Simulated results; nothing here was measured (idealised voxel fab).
Module name: voxel transistor to metal (process module)
180 nm wide, 5 nm square cells: that's cross-section cut.
Cross-section = grid of square cells, listed top down in bands; band = one or more rows. Per band: top height and bottom height in nm, followed by the left-to-right materials and their widths in nm; "edge to edge" marks a single material spanning edge to edge, "empty" marks empty space. Basically, 0 is our baseline, since under it the wafer straight out of the box is all one material. The bottom band has no lower end and keeps on going down, so it looks like "top 0, no bottom". Quick explanation for "30->40": the width changes in equal steps down the rows of cells, from the first number in the band's top row to the second number in its bottom row. "remains unaltered", as given for a step, is the statement that not any cell of the cross-section underwent a change during that step. Any empty space of 8 cells or more lacking an open way to the top shows up in "Unvented internal voids" as width x height at distance, distance from the left edge, in nm. It should be noted that, on the line of a given step, the content following the step's settings is a remark produced by the simulator itself with respect to that step. overlay nm: right-of-plan distance of the mask on a masked step; negative values mean left-of-plan.

Process steps - plan
1. RECEIVE,material Si
2. CONFORMAL_DEP,material SiO2,thk nm 5
3. CONFORMAL_DEP,material SiN,thk nm 10
4. MASKED_ETCH,tone cover,mask id ACTIVE,width nm 115,etch materials SiN,depth nm 10,overlay nm 0
5. MASKED_ETCH,tone cover,mask id ACTIVE,width nm 115,etch materials SiO2,depth nm 5,overlay nm 0
6. MASKED_ETCH,tone cover,mask id ACTIVE,width nm 115,etch materials Si,depth nm 30,overlay nm 0
7. OXIDIZE,depth nm 5
8. FILL_DEP,material SiO2,thk nm 10
9. CMP,height nm 15
10. SELECTIVE_ETCH,etch materials SiO2,depth nm 5
11. STRIP,etch materials SiN
12. SELECTIVE_ETCH,etch materials SiO2,depth nm 5
13. OXIDIZE,depth nm 5
14. DIRECTIONAL_DEP,material polySi,thk nm 30
15. DIRECTIONAL_DEP,material SiCN,thk nm 15
16. MASKED_ETCH,tone cover,mask id GATE,width nm 25,etch materials SiCN,depth nm 25,overlay nm 0
17. MASKED_ETCH,tone cover,mask id GATE,width nm 25,etch materials polySi,depth nm 40,overlay nm 0
18. CONFORMAL_DEP,material SiO2,thk nm 5
19. DIRECTIONAL_ETCH,etch materials SiO2,depth nm 5
20. CONFORMAL_DEP,material SiN,thk nm 10
21. DIRECTIONAL_ETCH,etch materials SiN,depth nm 10
22. DIRECTIONAL_ETCH,etch materials SiO2,depth nm 5
23. EPI,material SiGe,thk nm 5
24. FILL_DEP,material SiO2,thk nm 5
25. CMP,height nm 45
26. DIRECTIONAL_DEP,material SiO2,thk nm 10
27. PATTERN,tone open,mask id CONTACT,material resist,width nm 35,pitch nm 70,thk nm 15,overlay nm 0
28. DIRECTIONAL_ETCH,etch materials SiO2,depth nm 55
29. STRIP,etch materials resist
30. CONFORMAL_DEP,material TiN,thk nm 5
31. FILL_DEP,material Ru,thk nm 10
32. CMP,height nm 55
33. CONFORMAL_DEP,material SiCN,thk nm 5
34. DIRECTIONAL_DEP,material SiO2,thk nm 25
35. PATTERN,tone open,mask id METAL_1,material resist,width nm 20,pitch nm 85,thk nm 15,overlay nm 0
36. DIRECTIONAL_ETCH,etch materials SiO2,depth nm 25
37. DIRECTIONAL_ETCH,etch materials SiCN,depth nm 5
38. STRIP,etch materials resist
39. CONFORMAL_DEP,material TiN,thk nm 5
40. FILL_DEP,material Ru,thk nm 5
41. CMP,height nm 85
42. CONFORMAL_DEP,material SiCN,thk nm 5
43. DIRECTIONAL_DEP,material lowk,thk nm 30
44. PATTERN,tone open,mask id METAL_2,material resist,width nm 20,pitch nm 85,thk nm 15,overlay nm 0
45. DIRECTIONAL_ETCH,etch materials lowk,depth nm 15
46. STRIP,etch materials resist
47. DIRECTIONAL_DEP,material aC,thk nm 10
48. PATTERN,tone open,mask id METAL_2_HOLES,material resist,width nm 15,pitch nm 85,thk nm 25,overlay nm 0
49. DIRECTIONAL_ETCH,etch materials aC,depth nm 10
50. STRIP,etch materials resist
51. DIRECTIONAL_ETCH,etch materials lowk,depth nm 15
52. DIRECTIONAL_ETCH,etch materials SiCN,depth nm 5
53. STRIP,etch materials aC
54. CONFORMAL_DEP,material TiN,thk nm 5
55. FILL_DEP,material Ru,thk nm 5
56. CMP,height nm 120
57. CONFORMAL_DEP,material SiCN,thk nm 5

Here's what the wafer looked like in cross-section when it arrived - that's after step 1
top 0, no bottom = Si edge to edge
Unvented internal voids: none

Run as planned - first of the two wafers cross-sectioned at the end of the module
top 125, bottom 120 = SiCN edge to edge
top 120, bottom 110 = 35 of lowk, then 5 of TiN, then 10 of Ru, then 5 of TiN, then 65 of lowk, then 5 of TiN, then 10 of Ru, then 5 of TiN, then 40 of lowk
top 110, bottom 105 = 35 of lowk, then 5 of TiN, then 5 of Ru, then 10 of TiN, then 65 of lowk, then 5 of TiN, then 5 of Ru, then 10 of TiN, then 40 of lowk
top 105, bottom 90 = 35 of lowk, then 5 of TiN, then 5 of Ru, then 5 of TiN, then 70 of lowk, then 5 of TiN, then 5 of Ru, then 5 of TiN, then 45 of lowk
top 90, bottom 85 = 35 of SiCN, then 15 of TiN, then 70 of SiCN, then 15 of TiN, then 45 of SiCN
top 85, bottom 60 = 35 of SiO2, then 5 of TiN, then 10 of Ru, then 5 of TiN, then 65 of SiO2, then 5 of TiN, then 10 of Ru, then 5 of TiN, then 40 of SiO2
top 60, bottom 55 = 35 of SiCN, then 20 of TiN, then 65 of SiCN, then 20 of TiN, then 40 of SiCN
top 55, bottom 45 = 35 of SiO2, then 5 of TiN, then 25->15 of Ru, then 5->15 of TiN, then 35 of SiO2, then 5->15 of TiN, then 25->15 of Ru, then 5 of TiN, then 40 of SiO2
top 45, bottom 30 = 35 of SiO2, then 5 of TiN, then 15 of Ru, then 5 of TiN, then 10 of SiN, then 5 of SiO2, then 25 of SiCN, then 5 of SiO2, then 10 of SiN, then 5 of TiN, then 15 of Ru, then 5 of TiN, then 40 of SiO2
top 30, bottom 10 = 35 of SiO2, then 5 of TiN, then 15 of Ru, then 5 of TiN, then 10 of SiN, then 5 of SiO2, then 25 of polySi, then 5 of SiO2, then 10 of SiN, then 5 of TiN, then 15 of Ru, then 5 of TiN, then 40 of SiO2
top 10, bottom 5 = 35 of SiO2, then 10 of TiN, then 10 of Ru, then 5 of TiN, then 10 of SiN, then 5 of SiO2, then 25 of polySi, then 5 of SiO2, then 10 of SiN, then 5 of TiN, then 10 of Ru, then 10 of TiN, then 40 of SiO2
top 5, bottom 0 = 30 of SiO2, then 10 of SiN, then 20 of TiN, then 10 of SiN, then 5 of SiO2, then 25 of polySi, then 5 of SiO2, then 10 of SiN, then 20 of TiN, then 10 of SiN, then 35 of SiO2
top 0, bottom -5 = 40 of SiO2, then 20 of SiGe, then 55 of SiO2, then 20 of SiGe, then 45 of SiO2
top -5, bottom -35 = 35 of SiO2, then 105 of Si, then 40 of SiO2
top -35, no bottom = Si edge to edge
Unvented internal voids: none

Cross-section at end of module for the second wafer of two, which matched the first in starting point and plan and differed by one mistake in its processing
top 125, bottom 120 = SiCN edge to edge
top 120, bottom 110 = 35 of lowk, then 5 of TiN, then 10 of Ru, then 5 of TiN, then 65 of lowk, then 5 of TiN, then 10 of Ru, then 5 of TiN, then 40 of lowk
top 110, bottom 105 = 35 of lowk, then 5 of TiN, then 5 of Ru, then 10 of TiN, then 65 of lowk, then 5 of TiN, then 5 of Ru, then 10 of TiN, then 40 of lowk
top 105, bottom 90 = 35 of lowk, then 5 of TiN, then 5 of Ru, then 5 of TiN, then 70 of lowk, then 5 of TiN, then 5 of Ru, then 5 of TiN, then 45 of lowk
top 90, bottom 85 = 35 of SiCN, then 15 of TiN, then 70 of SiCN, then 15 of TiN, then 45 of SiCN
top 85, bottom 60 = 35 of SiO2, then 5 of TiN, then 10 of Ru, then 5 of TiN, then 65 of SiO2, then 5 of TiN, then 10 of Ru, then 5 of TiN, then 40 of SiO2
top 60, bottom 55 = 35 of SiCN, then 20 of TiN, then 65 of SiCN, then 20 of TiN, then 40 of SiCN
top 55, bottom 45 = 35 of SiO2, then 5 of TiN, then 25 of Ru, then 5 of TiN, then 35 of SiO2, then 5 of TiN, then 25 of Ru, then 5 of TiN, then 40 of SiO2
top 45, bottom 40 = 35 of SiO2, then 5 of TiN, then 15 of Ru, then 15 of TiN, then 35 of SiO2, then 15 of TiN, then 15 of Ru, then 5 of TiN, then 40 of SiO2
top 40, bottom 30 = 35 of SiO2, then 5 of TiN, then 15 of Ru, then 5 of TiN, then 10 of SiN, then 5 of SiO2, then 25 of SiCN, then 5 of SiO2, then 10 of SiN, then 5 of TiN, then 15 of Ru, then 5 of TiN, then 40 of SiO2
top 30, bottom 10 = 35 of SiO2, then 5 of TiN, then 15 of Ru, then 5 of TiN, then 10 of SiN, then 5 of SiO2, then 25 of polySi, then 5 of SiO2, then 10 of SiN, then 5 of TiN, then 15 of Ru, then 5 of TiN, then 40 of SiO2
top 10, bottom 5 = 35 of SiO2, then 10 of TiN, then 10 of Ru, then 5 of TiN, then 10 of SiN, then 5 of SiO2, then 25 of polySi, then 5 of SiO2, then 10 of SiN, then 5 of TiN, then 10 of Ru, then 10 of TiN, then 40 of SiO2
top 5, bottom 0 = 30 of SiO2, then 10 of SiN, then 20 of TiN, then 10 of SiN, then 5 of SiO2, then 25 of polySi, then 5 of SiO2, then 10 of SiN, then 20 of TiN, then 10 of SiN, then 35 of SiO2
top 0, bottom -5 = 40 of SiO2, then 20 of SiGe, then 55 of SiO2, then 20 of SiGe, then 45 of SiO2
top -5, bottom -35 = 35 of SiO2, then 105 of Si, then 40 of SiO2
top -35, no bottom = Si edge to edge
Unvented internal voids: none
What broke from the plan during processing? step 15: run off-plan, actual operation and settings DIRECTIONAL_DEP,material SiCN,thk nm 10
Final wafer comparison in cells, second versus first, more or fewer per material: Ru +4, SiCN -5, SiN -4, SiO2 +5
